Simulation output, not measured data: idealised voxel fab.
Name of the process module below: voxel wiring stack
We display cut, a cross-section 290 nm in width whose square cells are each 5 nm.
Heads up, the way a cross-section reads in here is a grid of square cells, handed over as bands from the top down, with every band being one or more rows of cells.
Read a band's entry like this: the first values are the height of its top and the height of its bottom in nm, and what follows is the sequence of materials from left to right, each with its width in nm. Note that "air" is empty space, and that a single material marked "edge to edge" reaches across the band from edge to edge.
It should be noted that heights are counted from 0, beneath which the wafer as supplied is of one material throughout, and that the lowest band possesses no lower boundary but continues downward, as written in "0..down".
A width given as "30 to 40" starts at the first number in the band's top row and ends at the second number in its bottom row, shifting by an equal amount at every step from row to row.
"changes: none" (step): cross-section cells unchanged, all of them.
Entry "Trapped void list". Content: empty spaces with no open connection to the top, size 8 cells or greater. Each: width x height at distance. Distance: from left edge. Unit: nm.
Step line, after settings: the simulator's comment on this step.
overlay nm: right-of-plan distance of the mask on a masked step; negative values mean left-of-plan.

Planned process steps:
1. RECEIVE, material Si
2. CONFORMAL_DEP, material SiO2, thk nm 10
3. CONFORMAL_DEP, material SiN, thk nm 5
4. DIRECTIONAL_DEP, material lowk, thk nm 15
5. MASKED_ETCH, tone open, mask id METAL_1, width nm 20, pitch nm 50, etch materials lowk, depth nm 15, overlay nm 0
6. MASKED_ETCH, tone open, mask id METAL_1, width nm 20, pitch nm 50, etch materials SiN, depth nm 5, overlay nm 0
7. CONFORMAL_DEP, material TiN, thk nm 5
8. FILL_DEP, material Cu, thk nm 5
9. CMP, height nm 30
10. CONFORMAL_DEP, material SiCN, thk nm 5
11. DIRECTIONAL_DEP, material SiO2, thk nm 30
12. PATTERN, tone open, mask id METAL_2_HOLES, material resist, width nm 15, pitch nm 50, thk nm 15, overlay nm 0
13. DIRECTIONAL_ETCH, etch materials SiO2, depth nm 30
14. STRIP, etch materials resist
15. MASKED_ETCH, tone open, mask id METAL_2, width nm 20, pitch nm 50, etch materials SiO2, depth nm 15, overlay nm 0
16. MASKED_ETCH, tone open, mask id METAL_2, width nm 20, pitch nm 50, etch materials SiCN, depth nm 5, overlay nm 0
17. CONFORMAL_DEP, material TiN, thk nm 5
18. FILL_DEP, material Cu, thk nm 5
19. CMP, height nm 65
20. CONFORMAL_DEP, material SiCN, thk nm 5

Cross-section: wafer on arrival = after step 1:
  0..down = Si edge to edge
  Trapped void list: none

Wafer cross-section at module end: first of two, run to plan:
  70..65 = SiCN edge to edge
  65..55 = SiO2: 60 | TiN: 5 | Cu: 10 | TiN: 5 | SiO2: 30 | TiN: 5 | Cu: 10 | TiN: 5 | SiO2: 30 | TiN: 5 | Cu: 10 | TiN: 5 | SiO2: 30 | TiN: 5 | Cu: 10 | TiN: 5 | SiO2: 60
  55..50 = SiO2: 60 | TiN: 5 | Cu: 5 | TiN: 10 | SiO2: 30 | TiN: 5 | Cu: 5 | TiN: 10 | SiO2: 30 | TiN: 5 | Cu: 5 | TiN: 10 | SiO2: 30 | TiN: 5 | Cu: 5 | TiN: 10 | SiO2: 60
  50..35 = SiO2: 60 | TiN: 5 | Cu: 5 | TiN: 5 | SiO2: 35 | TiN: 5 | Cu: 5 | TiN: 5 | SiO2: 35 | TiN: 5 | Cu: 5 | TiN: 5 | SiO2: 35 | TiN: 5 | Cu: 5 | TiN: 5 | SiO2: 65
  35..30 = SiCN: 60 | TiN: 15 | SiCN: 35 | TiN: 15 | SiCN: 35 | TiN: 15 | SiCN: 35 | TiN: 15 | SiCN: 65
  30..15 = lowk: 60 | TiN: 5 | Cu: 10 | TiN: 5 | lowk: 30 | TiN: 5 | Cu: 10 | TiN: 5 | lowk: 30 | TiN: 5 | Cu: 10 | TiN: 5 | lowk: 30 | TiN: 5 | Cu: 10 | TiN: 5 | lowk: 60
  15..10 = SiN: 60 | TiN: 20 | SiN: 30 | TiN: 20 | SiN: 30 | TiN: 20 | SiN: 30 | TiN: 20 | SiN: 60
  10..0 = SiO2 edge to edge
  0..down = Si edge to edge
  Trapped void list: none

Here's the second of our two wafers sectioned at module end. Same start as the first, same plan, but one mistake got made running it:
  60..55 = SiCN edge to edge
  55..50 = SiO2: 60 | TiN: 5 | Cu: 5 | TiN: 10 | SiO2: 30 | TiN: 5 | Cu: 5 | TiN: 10 | SiO2: 30 | TiN: 5 | Cu: 5 | TiN: 10 | SiO2: 30 | TiN: 5 | Cu: 5 | TiN: 10 | SiO2: 60
  50..35 = SiO2: 60 | TiN: 5 | Cu: 5 | TiN: 5 | SiO2: 35 | TiN: 5 | Cu: 5 | TiN: 5 | SiO2: 35 | TiN: 5 | Cu: 5 | TiN: 5 | SiO2: 35 | TiN: 5 | Cu: 5 | TiN: 5 | SiO2: 65
  35..30 = SiCN: 60 | TiN: 15 | SiCN: 35 | TiN: 15 | SiCN: 35 | TiN: 15 | SiCN: 35 | TiN: 15 | SiCN: 65
  30..15 = lowk: 60 | TiN: 5 | Cu: 10 | TiN: 5 | lowk: 30 | TiN: 5 | Cu: 10 | TiN: 5 | lowk: 30 | TiN: 5 | Cu: 10 | TiN: 5 | lowk: 30 | TiN: 5 | Cu: 10 | TiN: 5 | lowk: 60
  15..10 = SiN: 60 | TiN: 20 | SiN: 30 | TiN: 20 | SiN: 30 | TiN: 20 | SiN: 30 | TiN: 20 | SiN: 60
  10..0 = SiO2 edge to edge
  0..down = Si edge to edge
  Trapped void list: none
Misprocessing identified: not per plan at step 19, really ran CMP, height nm 55
In the final state, the cell counts of the second wafer exceed or fall short of those of the first for the following materials: 16 fewer of Cu | 84 fewer of SiO2 | 16 fewer of TiN
